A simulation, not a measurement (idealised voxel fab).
process module | voxel lift off
cross-section cut | 190 nm wide | cells 5 nm
A cross-section is a grid of square cells, given in bands from the top down. A band is one or more rows of cells.
Each band's line starts with the height of the band's top and of its bottom, in nm. Then come its materials from left to right, each with its width in nm. One material with "throughout" fills the band from edge to edge. "air" is empty space.
Height 0 is the level under which the wafer as received is all one material. The lowest band goes on downwards, as in "0 down".
A width such as "30 to 40" changes by the same amount from each row of cells to the next, from the band's top row to its bottom row.
"no change" after a step means that no cell of the cross-section changed.
closed voids: empty space of 8 cells or more with no open way to the top, each as width x height at its distance from the left edge, in nm
after a step's settings: what the simulator itself notes on the step
overlay nm, on a step with a mask: how far to the right of its planned place the mask lay; to the left if negative
plan
1 op RECEIVE | material Si
2 op CONFORMAL_DEP | material Al2O3 | thk nm 5
3 op PATTERN | tone open | mask id LINES | material resist | width nm 20 | pitch nm 60 | thk nm 20 | overlay nm 0
4 op DIRECTIONAL_DEP | material Ru | thk nm 5
5 op STRIP | etch materials resist
6 op CONFORMAL_DEP | material SiCN | thk nm 10
varied across the wafers: width nm of step 3. The plan shows the first wafer's value. All wafers start alike
first wafer as received, after step 1
  0 down: Si throughout
  closed voids: none
first wafer at the end, after step 6
  20 to 15: air 45 | SiCN 40 | air 20 | SiCN 40 | air 45
  15 to 10: SiCN throughout
  10 to 5: SiCN 55 | Ru 20 | SiCN 40 | Ru 20 | SiCN 55
  5 to 0: Al2O3 throughout
  0 down: Si throughout
  closed voids: none
last wafer at the end
  20 to 15: air 35 | SiCN 125 | air 30
  15 to 10: SiCN throughout
  10 to 5: SiCN 45 | Ru 45 | SiCN 15 | Ru 45 | SiCN 40
  5 to 0: Al2O3 throughout
  0 down: Si throughout
  closed voids: none
each wafer at the end: cells of each material gained (+) or lost (-) since it was received, then its closed voids
width nm 20 | +38 Al2O3 | +8 Ru | +84 SiCN | closed voids: none
width nm 25 | +38 Al2O3 | +10 Ru | +84 SiCN | closed voids: none
width nm 30 | +38 Al2O3 | +12 Ru | +84 SiCN | closed voids: none
width nm 35 | +38 Al2O3 | +14 Ru | +84 SiCN | closed voids: none
width nm 40 | +38 Al2O3 | +16 Ru | +84 SiCN | closed voids: none
width nm 45 | +38 Al2O3 | +18 Ru | +83 SiCN | closed voids: none
